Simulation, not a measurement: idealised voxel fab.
The name of this process module is voxel self aligned vias.
Cross-section cut spans 220 nm and uses square cells 5 nm in size.
Bands, listed from the top down, are how a cross-section gets written in this document; the cross-section itself is a grid of square cells, and a band is one or more rows of them.
Heads up on the band format: heights come first, top then bottom, in nm. After that it's the materials left to right, each with its width in nm. A single material flagged "edge to edge" fills the whole band edge to edge, and "air" means there's empty space there.
Height 0 is the level under which the wafer as received is all one material. The lowest band goes on downwards, as in "z 0 and below".
When a width is written as two numbers, as in "30..40", the first number is the width in the top row of cells of the band and the second is the width in its bottom row, and the width changes by the same amount from each row to the next.
Basically "nothing got changed" means that step didn't change any cell in the cross-section.
Basically, "Entrapped void list" tells you about the enclosed voids: empty spaces with no open way to the top, 8 cells or bigger, each written width x height at distance, where distance is from the left edge, all in nm.
Formally, on a step line, whatever follows the settings is a remark that the simulator itself makes on the step.
Steps that use a mask can have "overlay nm" on their line. It says how far the mask sat to the right of where it was meant to be. Negative means to the left.

List of planned process steps
- 1: RECEIVE with material Si
- 2: CONFORMAL_DEP with material SiO2, thk nm 15
- 3: CONFORMAL_DEP with material SiCN, thk nm 5
- 4: DIRECTIONAL_DEP with material lowk, thk nm 20
- 5: DIRECTIONAL_DEP with material aC, thk nm 10
- 6: PATTERN with tone open, mask id LINES, material resist, width nm 25, pitch nm 55, thk nm 25, overlay nm 0
- 7: DIRECTIONAL_ETCH with etch materials aC, depth nm 10
- 8: STRIP with etch materials resist
- 9: DIRECTIONAL_ETCH with etch materials lowk, depth nm 20
- 10: STRIP with etch materials aC
- 11: CONFORMAL_DEP with material TiN, thk nm 5
- 12: FILL_DEP with material W, thk nm 10
- 13: CMP with height nm 40
- 14: SELECTIVE_ETCH with etch materials W Ru TiN, depth nm 5
- 15: FILL_DEP with material SiN, thk nm 10
- 16: CMP with height nm 40
- 17: DIRECTIONAL_DEP with material lowk, thk nm 20
- 18: PATTERN with tone open, mask id VIAS, material resist, width nm 35, pitch nm 110, thk nm 15, overlay nm 0
- 19: DIRECTIONAL_ETCH with etch materials lowk, depth nm 20
- 20: DIRECTIONAL_ETCH with etch materials SiN, depth nm 5
- 21: STRIP with etch materials resist
- 22: CONFORMAL_DEP with material TiN, thk nm 5
- 23: FILL_DEP with material Cu, thk nm 10
- 24: CMP with height nm 60
- 25: CONFORMAL_DEP with material SiN, thk nm 5

As-received wafer cross-section (after step 1)
	z 0 and below = Si edge to edge
	Entrapped void list: none

Post-module cross-section: identical start and plan to those above, one misstep in execution
	z 65 to 60 = SiN edge to edge
	z 60 to 40 = 35 of lowk; 5 of TiN; 25 of Cu; 5 of TiN; 75 of lowk; 5 of TiN; 25 of Cu; 5 of TiN; 40 of lowk
	z 40 to 35 = 35 of SiN; 35 of TiN; 75 of SiN; 35 of TiN; 40 of SiN
	z 35 to 30 = 45 of TiN; 15 of W; 40 of TiN; 15 of W; 40 of TiN; 15 of W; 50 of TiN
	z 30 to 15 = 40 of lowk; 5 of TiN; 15 of W; 5 of TiN; 30 of lowk; 5 of TiN; 15 of W; 5 of TiN; 30 of lowk; 5 of TiN; 15 of W; 5 of TiN; 45 of lowk
	z 15 to 10 = 40 of lowk; 25 of TiN; 30 of lowk; 25 of TiN; 30 of lowk; 25 of TiN; 45 of lowk
	z 10 to 5 = SiCN edge to edge
	z 5 to 0 = SiO2 edge to edge
	z 0 and below = Si edge to edge
	Entrapped void list: none
Finding, execution versus plan: step 2 was run on a setting that differed from the plan, and what really ran there is CONFORMAL_DEP with material SiO2, thk nm 5
